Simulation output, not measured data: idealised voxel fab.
The document below concerns the process module designated voxel wiring stack.
FYI the section here is cut, 300 nm wide, cells are 5 nm squares.
In what follows, cross-sections appear as grids of square cells, described through bands that run from the top down, where every band is one or more rows of cells. First you get the band's top height and its bottom height, in nm, and then the materials it's made of, left to right, with each width in nm. If you see a single material with "all across", that one covers the band edge to edge. "blank" is empty space. Note: height 0 marks the level under which the wafer is uniformly one material as received. Lowest band unbounded below, written "0 down". Note: "30 to 40" means the width goes from the first number (top row of the band) to the second number (bottom row) in equal steps per row of cells. Key: "no change occurred" - step with no changed cell in the cross-section. The entry "Enclosed empty spaces" lists the empty spaces that cover at least 8 cells and have no open path to the top. Each is written as width x height at distance, where the distance is measured from the left edge and all three values are in nm. Formally, on a step line, whatever follows the settings is a remark that the simulator itself makes on the step. overlay nm: mask offset rightward from planned place, masked step; negative means leftward offset.

-- So here's the lineup of process steps we planned
1) RECEIVE (material Si)
2) CONFORMAL_DEP (material SiO2; thk nm 10)
3) DIRECTIONAL_DEP (material TiN; thk nm 5)
4) DIRECTIONAL_DEP (material W; thk nm 15)
5) PATTERN (tone cover; mask id METAL_1; material resist; width nm 30; pitch nm 50; thk nm 20; overlay nm 0)
6) DIRECTIONAL_ETCH (etch materials W; depth nm 15)
7) DIRECTIONAL_ETCH (etch materials TiN; depth nm 5)
8) STRIP (etch materials resist)
9) FILL_DEP (material lowk; thk nm 10)
10) CMP (height nm 30)
11) CONFORMAL_DEP (material SiCN; thk nm 5)
12) DIRECTIONAL_DEP (material lowk; thk nm 10)
13) PATTERN (tone open; mask id PLUG_1; material resist; width nm 15; pitch nm 50; thk nm 20; overlay nm 0)
14) DIRECTIONAL_ETCH (etch materials lowk; depth nm 10)
15) DIRECTIONAL_ETCH (etch materials SiCN; depth nm 5)
16) STRIP (etch materials resist)
17) EPI (material Ru; thk nm 10)
18) EPI (material Ru; thk nm 5)
19) CONFORMAL_DEP (material SiCN; thk nm 5)
20) DIRECTIONAL_DEP (material SiO2; thk nm 15)
21) DIRECTIONAL_DEP (material aC; thk nm 10)
22) PATTERN (tone open; mask id METAL_2; material resist; width nm 30; pitch nm 50; thk nm 30; overlay nm 0)
23) DIRECTIONAL_ETCH (etch materials aC; depth nm 10)
24) STRIP (etch materials resist)
25) DIRECTIONAL_ETCH (etch materials SiO2; depth nm 15)
26) DIRECTIONAL_ETCH (etch materials SiCN; depth nm 5)
27) STRIP (etch materials aC)
28) CONFORMAL_DEP (material TiN; thk nm 5)
29) FILL_DEP (material Ru; thk nm 10)
30) CMP (height nm 65)
31) EPI (material Ru; thk nm 5)
32) FILL_DEP (material SiCN; thk nm 5)

-- So this is the incoming wafer in cross-section - it's already been through step 1
    0 down: Si all across
    Enclosed empty spaces: none

-- Cross-sectional image of the first of two wafers at the end of the module, the run having proceeded as planned
    75 to 70: SiCN all across
    70 to 65: SiCN (80) | Ru (40) | SiCN (10) | Ru (40) | SiCN (10) | Ru (40) | SiCN (80)
    65 to 50: SiO2 (85) | TiN (5) | Ru (20) | TiN (5) | SiO2 (20) | TiN (5) | Ru (20) | TiN (5) | SiO2 (20) | TiN (5) | Ru (20) | TiN (5) | SiO2 (85)
    50 to 45: SiCN (85) | TiN (30) | SiCN (20) | TiN (30) | SiCN (20) | TiN (30) | SiCN (85)
    45 to 35: lowk (85) | Ru (15) | lowk (35) | Ru (15) | lowk (35) | Ru (15) | lowk (100)
    35 to 30: SiCN (85) | Ru (15) | SiCN (35) | Ru (15) | SiCN (35) | Ru (15) | SiCN (100)
    30 to 15: lowk (85) | W (30) | lowk (20) | W (30) | lowk (20) | W (30) | lowk (85)
    15 to 10: lowk (85) | TiN (30) | lowk (20) | TiN (30) | lowk (20) | TiN (30) | lowk (85)
    10 to 0: SiO2 all across
    0 down: Si all across
    Enclosed empty spaces: none

-- Cross-sectional image of the second wafer of the two following completion of the module. Starting state and process plan were the same as for the first wafer; one execution error occurred
    90 to 85: SiCN all across
    85 to 70: Ru all across
    70 to 65: TiN (90) | Ru (20) | TiN (30) | Ru (20) | TiN (30) | Ru (20) | TiN (90)
    65 to 50: SiO2 (85) | TiN (5) | Ru (20) | TiN (5) | SiO2 (20) | TiN (5) | Ru (20) | TiN (5) | SiO2 (20) | TiN (5) | Ru (20) | TiN (5) | SiO2 (85)
    50 to 45: SiCN (85) | TiN (30) | SiCN (20) | TiN (30) | SiCN (20) | TiN (30) | SiCN (85)
    45 to 35: lowk (85) | Ru (15) | lowk (35) | Ru (15) | lowk (35) | Ru (15) | lowk (100)
    35 to 30: SiCN (85) | Ru (15) | SiCN (35) | Ru (15) | SiCN (35) | Ru (15) | SiCN (100)
    30 to 15: lowk (85) | W (30) | lowk (20) | W (30) | lowk (20) | W (30) | lowk (85)
    15 to 10: lowk (85) | TiN (30) | lowk (20) | TiN (30) | lowk (20) | TiN (30) | lowk (85)
    10 to 0: SiO2 all across
    0 down: Si all across
    Enclosed empty spaces: none
Here's what went sideways: plan step 30 never ran because it was skipped
Final tally in cells, some materials are higher or lower on the second wafer than on the first: 168 more of Ru | 36 fewer of SiCN | 48 more of TiN
